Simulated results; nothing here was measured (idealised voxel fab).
process module | voxel ribs on slabs
cross-section cut | 160 nm wide | cells 5 nm
A cross-section is a grid of square cells, given in bands from the top down. A band is one or more rows of cells.
Each band's line starts with the height of the band's top and of its bottom, in nm. Then come its materials from left to right, each with its width in nm. One material with "throughout" fills the band from edge to edge. "air" is empty space.
Height 0 is the level under which the wafer as received is all one material. The lowest band goes on downwards, as in "0 down".
A width such as "30 to 40" changes by the same amount from each row of cells to the next, from the band's top row to its bottom row.
"no change" after a step means that no cell of the cross-section changed.
closed voids: empty space of 8 cells or more with no open way to the top, each as width x height at its distance from the left edge, in nm
after a step's settings: what the simulator itself notes on the step
overlay nm, on a step with a mask: how far to the right of its planned place the mask lay; to the left if negative
plan
1 op RECEIVE | material Si
2 op DIRECTIONAL_DEP | material SiO2 | thk nm 25
3 op DIRECTIONAL_DEP | material SiN | thk nm 20
4 op DIRECTIONAL_DEP | material aC | thk nm 10
5 op PATTERN | tone cover | mask id RIB | material resist | width nm 30 | thk nm 30 | overlay nm 0
6 op DIRECTIONAL_ETCH | etch materials aC | depth nm 10
7 op STRIP | etch materials resist
8 op DIRECTIONAL_ETCH | etch materials SiN | depth nm 10
9 op STRIP | etch materials aC
10 op DIRECTIONAL_DEP | material aC | thk nm 15
11 op PATTERN | tone cover | mask id SLAB | material resist | width nm 90 | thk nm 30 | overlay nm 0
12 op DIRECTIONAL_ETCH | etch materials aC | depth nm 15
13 op STRIP | etch materials resist
14 op DIRECTIONAL_ETCH | etch materials SiN | depth nm 10
15 op STRIP | etch materials aC
16 op FILL_DEP | material SiO2 | thk nm 25
17 op CMP | height nm 65
18 op DIRECTIONAL_DEP | material TiN | thk nm 5
19 op DIRECTIONAL_DEP | material aC | thk nm 15
20 op PATTERN | tone cover | mask id HEATER | material resist | width nm 40 | thk nm 30 | overlay nm 0
21 op DIRECTIONAL_ETCH | etch materials aC | depth nm 15
22 op STRIP | etch materials resist
23 op DIRECTIONAL_ETCH | etch materials TiN | depth nm 5
24 op STRIP | etch materials aC
25 op CONFORMAL_DEP | material SiN | thk nm 5
as received, after step 1
  0 down: Si throughout
  closed voids: none
first wafer at the end, as planned
  75 to 70: air 55 | SiN 50 | air 55
  70 to 65: SiN 60 | TiN 40 | SiN 60
  65 to 45: SiO2 throughout
  45 to 35: SiO2 65 | SiN 30 | SiO2 65
  35 to 25: SiO2 35 | SiN 90 | SiO2 35
  25 to 0: SiO2 throughout
  0 down: Si throughout
  closed voids: none
second wafer at the end: like start, like plan, one mistake
  75 to 70: air 55 | SiN 50 | air 55
  70 to 65: SiN 60 | TiN 40 | SiN 60
  65 to 45: SiO2 throughout
  45 to 35: SiO2 65 | SiN 30 | SiO2 65
  35 to 25: SiO2 40 | SiN 90 | SiO2 30
  25 to 0: SiO2 throughout
  0 down: Si throughout
  closed voids: none
what went wrong: step 11 ran as: op PATTERN | tone cover | mask id SLAB | material resist | width nm 90 | thk nm 30 | overlay nm 5
at the end the second wafer has, in cells: as many of each material as the first, in other places
